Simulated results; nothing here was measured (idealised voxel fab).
Module name: voxel ribs on slabs (process module)
The cross-section on display is named cut; it measures 270 nm wide, and its cells are 5 nm squares.
Format of a cross-section: grid, square cells. Given as bands. Order: top down. Band: one or more rows of cells. In this notation a band is specified by the heights of its top and bottom, in that order and in nm, after which its materials appear from left to right, each paired with its width in nm. The word "all across" attached to a single material means that material fills the band from edge to edge; the word "empty" stands for empty space. It should be noted that heights are counted from 0, beneath which the wafer as supplied is of one material throughout, and that the lowest band possesses no lower boundary but continues downward, as written in "0 down". Read "30 to 40" as a graded width: first number on top, second number at the bottom, same change between each pair of neighbouring rows. No cell of the cross-section changed in a step that is given as "nothing was modified". "Closed empty spaces" lists enclosed empty spaces (at least 8 cells, no open path upward to the top), each as width x height at distance from the left edge, in nm. On each step's line, the part that comes after the settings is the simulator's own comment on the step. Among the settings permitted on a step's line is "overlay nm"; applied to a step with a mask, it specifies the extent to which the mask lay to the right of its planned position, whereas a negative figure signifies a position to the left.
Below is the list of planned process steps
| 1 | op RECEIVE | material Si |
| 2 | op DIRECTIONAL_DEP | material SiO2 | thk nm 20 |
| 3 | op DIRECTIONAL_DEP | material polySi | thk nm 15 |
| 4 | op MASKED_ETCH | tone cover | mask id RIB | width nm 20 | etch materials polySi | depth nm 5 | overlay nm 0 |
| 5 | op DIRECTIONAL_DEP | material aC | thk nm 10 |
| 6 | op PATTERN | tone cover | mask id SLAB | material resist | width nm 50 | thk nm 25 | overlay nm 0 |
| 7 | op DIRECTIONAL_ETCH | etch materials aC | depth nm 10 |
| 8 | op STRIP | etch materials resist |
| 9 | op DIRECTIONAL_ETCH | etch materials polySi | depth nm 10 |
| 10 | op STRIP | etch materials aC |
| 11 | op FILL_DEP | material SiO2 | thk nm 25 |
| 12 | op CMP | height nm 50 |
| 13 | op DIRECTIONAL_DEP | material W | thk nm 5 |
| 14 | op DIRECTIONAL_DEP | material aC | thk nm 10 |
| 15 | op PATTERN | tone cover | mask id HEATER | material resist | width nm 30 | thk nm 30 | overlay nm 0 |
| 16 | op DIRECTIONAL_ETCH | etch materials aC | depth nm 10 |
| 17 | op STRIP | etch materials resist |
| 18 | op DIRECTIONAL_ETCH | etch materials W | depth nm 5 |
| 19 | op STRIP | etch materials aC |
| 20 | op CONFORMAL_DEP | material SiN | thk nm 10 |
So this is the incoming wafer in cross-section - it's already been through step 1
0 down | Si all across
Closed empty spaces: none
Here's the wafer cut in cross-section after the module, started and planned just like above, except one thing was done wrong in the run
65 to 60 | empty 110 nm; SiN 50 nm; empty 110 nm
60 to 55 | SiN all across
55 to 50 | SiN 120 nm; W 30 nm; SiN 120 nm
50 to 35 | SiO2 all across
35 to 30 | SiO2 130 nm; polySi 20 nm; SiO2 120 nm
30 to 20 | SiO2 110 nm; polySi 50 nm; SiO2 110 nm
20 to 0 | SiO2 all across
0 down | Si all across
Closed empty spaces: none
Against the plan, the run slipped here: so step 4 ended up running with a different setting than we planned, it ran as op MASKED_ETCH | tone cover | mask id RIB | width nm 20 | etch materials polySi | depth nm 5 | overlay nm 5
